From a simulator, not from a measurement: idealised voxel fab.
The following is a process module called voxel gate over fins.
Square cells of 5 nm make up the cross-section cut, whose width is 215 nm.
Cross-section spec: square-cell grid; bands listed top down; each band is one or more rows. Band entry format. Leading values: height of top, height of bottom, nm. Remainder: materials in left-to-right order, each with its width in nm. Special words: "throughout" on a single material, which then fills the band edge to edge; "empty", empty space. Height is counted from the level 0, under which the received wafer is composed throughout of one material. The lowest of the bands is not closed at the bottom but continues downward, in the notation "z 0 and below". Think of "30->40" as a width that walks from the first number to the second as you go down the band, top row to bottom row, taking equal-sized steps from row to row. Any step labelled "identical to before" changed none of the cells in the cross-section. Enclosed internal voids: empty space of 8 cells or more with no open way to the top, each as width x height at its distance from the left edge, in nm. The remark found on a step's line after its settings is issued by the simulator itself and pertains to that step. The line of a step may include "overlay nm". On a step with a mask, this value is how far to the right of its planned place the mask lay. A negative value means the mask lay to the left.
The following list gives the planned process steps
1) RECEIVE: material Si
2) CONFORMAL_DEP: material SiN, thk nm 10
3) DIRECTIONAL_DEP: material aC, thk nm 10
4) PATTERN: tone cover, mask id FINS, material resist, width nm 15, pitch nm 35, thk nm 30, overlay nm -15
5) DIRECTIONAL_ETCH: etch materials aC, depth nm 10
6) STRIP: etch materials resist
7) DIRECTIONAL_ETCH: etch materials SiN, depth nm 10
8) DIRECTIONAL_ETCH: etch materials Si, depth nm 35
9) STRIP: etch materials aC
10) FILL_DEP: material SiO2, thk nm 15
11) CMP: height nm 10
12) SELECTIVE_ETCH: etch materials SiO2, depth nm 20
13) STRIP: etch materials SiN
14) CONFORMAL_DEP: material HfO2, thk nm 5
15) CONFORMAL_DEP: material TiN, thk nm 5
16) CONFORMAL_DEP: material TiAl, thk nm 5
17) CONFORMAL_DEP: material TiN, thk nm 5
18) FILL_DEP: material W, thk nm 10
19) CMP: height nm 25
20) CONFORMAL_DEP: material SiN, thk nm 10
The plan shows the overlay nm of step 4 as the first wafer had it; this setting differs between the wafers, which start out alike.
As-received cross-section, first of several wafers, post step 1
> z 0 and below = Si throughout
> Enclosed internal voids: none
Each row below is a wafer at the end of the module, listing for every material the number of cells it has gained (+) or lost (-) since it was received, followed by its closed voids
overlay nm -15; +51 HfO2; -259 Si; +86 SiN; +185 SiO2; +47 TiAl; +98 TiN; +93 W; Enclosed internal voids: none
overlay nm -10; +51 HfO2; -259 Si; +86 SiN; +185 SiO2; +47 TiAl; +98 TiN; +93 W; Enclosed internal voids: none
overlay nm -5; +51 HfO2; -259 Si; +86 SiN; +185 SiO2; +47 TiAl; +98 TiN; +93 W; Enclosed internal voids: none
overlay nm 0; +51 HfO2; -259 Si; +86 SiN; +185 SiO2; +47 TiAl; +98 TiN; +93 W; Enclosed internal voids: none
overlay nm 5; +51 HfO2; -259 Si; +86 SiN; +185 SiO2; +47 TiAl; +98 TiN; +93 W; Enclosed internal voids: none
overlay nm 10; +51 HfO2; -259 Si; +86 SiN; +185 SiO2; +47 TiAl; +98 TiN; +93 W; Enclosed internal voids: none
overlay nm 15; +51 HfO2; -259 Si; +86 SiN; +185 SiO2; +47 TiAl; +98 TiN; +93 W; Enclosed internal voids: none
